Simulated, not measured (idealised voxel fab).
The process module that follows is named voxel plated lines.
cross-section cut | 230 nm wide | cells 5 nm
Cross-section layout: square cells on a grid; listed as bands, top to bottom; a band spans one or more cell rows. The band entry comprises the height of the band's top followed by the height of its bottom, expressed in nm, and subsequently the band's materials from left to right, each stated together with its width in nm. Where a single material is marked with the word "full width", that material fills the band from edge to edge. The word "air" represents empty space. Zero point of the height axis is 0; under it, received wafer = one material. Lowest band: continues down indefinitely, "0 down". Top row gets the first number, bottom row gets the second, and each row in between changes by the same step: that is how a band width like "30..40" works. "identical to before" -> step changed no cross-section cell. "Voids, sealed" lists enclosed empty spaces (at least 8 cells, no open path upward to the top), each as width x height at distance from the left edge, in nm. The remark found on a step's line after its settings is issued by the simulator itself and pertains to that step. You can add "overlay nm" to a step's line. For a step with a mask, it describes how far the mask lay to the right of its planned position, and a negative number describes a lay to the left.

These are the steps we planned for the process:
| 1 | RECEIVE: material Si |
| 2 | CONFORMAL_DEP: material SiN, thk nm 15 |
| 3 | DIRECTIONAL_DEP: material TiN, thk nm 5 |
| 4 | PATTERN: tone open, mask id LINES, material resist, width nm 15, pitch nm 35, thk nm 20, overlay nm 0 |
| 5 | EPI: material Ru, thk nm 5 |
| 6 | STRIP: etch materials resist |
| 7 | DIRECTIONAL_ETCH: etch materials TiN, depth nm 5 |
| 8 | CONFORMAL_DEP: material SiN, thk nm 10 |

The cross-section here shows the wafer as received, i.e. in its state after step 1:
- 0 down: Si full width
- Voids, sealed: none

First of two wafers at the end of the module, shown in cross-section; run carried out as planned:
- 35 to 25: 45 nm air, 140 nm SiN, 45 nm air
- 25 to 20: 55 nm SiN, 15 nm Ru, 20 nm SiN, 15 nm Ru, 20 nm SiN, 15 nm Ru, 20 nm SiN, 15 nm Ru, 55 nm SiN
- 20 to 15: 55 nm SiN, 15 nm TiN, 20 nm SiN, 15 nm TiN, 20 nm SiN, 15 nm TiN, 20 nm SiN, 15 nm TiN, 55 nm SiN
- 15 to 0: SiN full width
- 0 down: Si full width
- Voids, sealed: none

Same start, same plan as the first wafer - but one mistake in the run. Cross-section of the second of the two at the end of the module:
- 25 to 20: 55 nm air, 15 nm Ru, 20 nm air, 15 nm Ru, 20 nm air, 15 nm Ru, 20 nm air, 15 nm Ru, 55 nm air
- 20 to 15: 55 nm air, 15 nm TiN, 20 nm air, 15 nm TiN, 20 nm air, 15 nm TiN, 20 nm air, 15 nm TiN, 55 nm air
- 15 to 0: SiN full width
- 0 down: Si full width
- Voids, sealed: none
What was the processing mistake? step 8 of the plan was jumped over and never run
Counted in cells at the end, the second wafer holds more or fewer of these materials than the first: 124 fewer of SiN
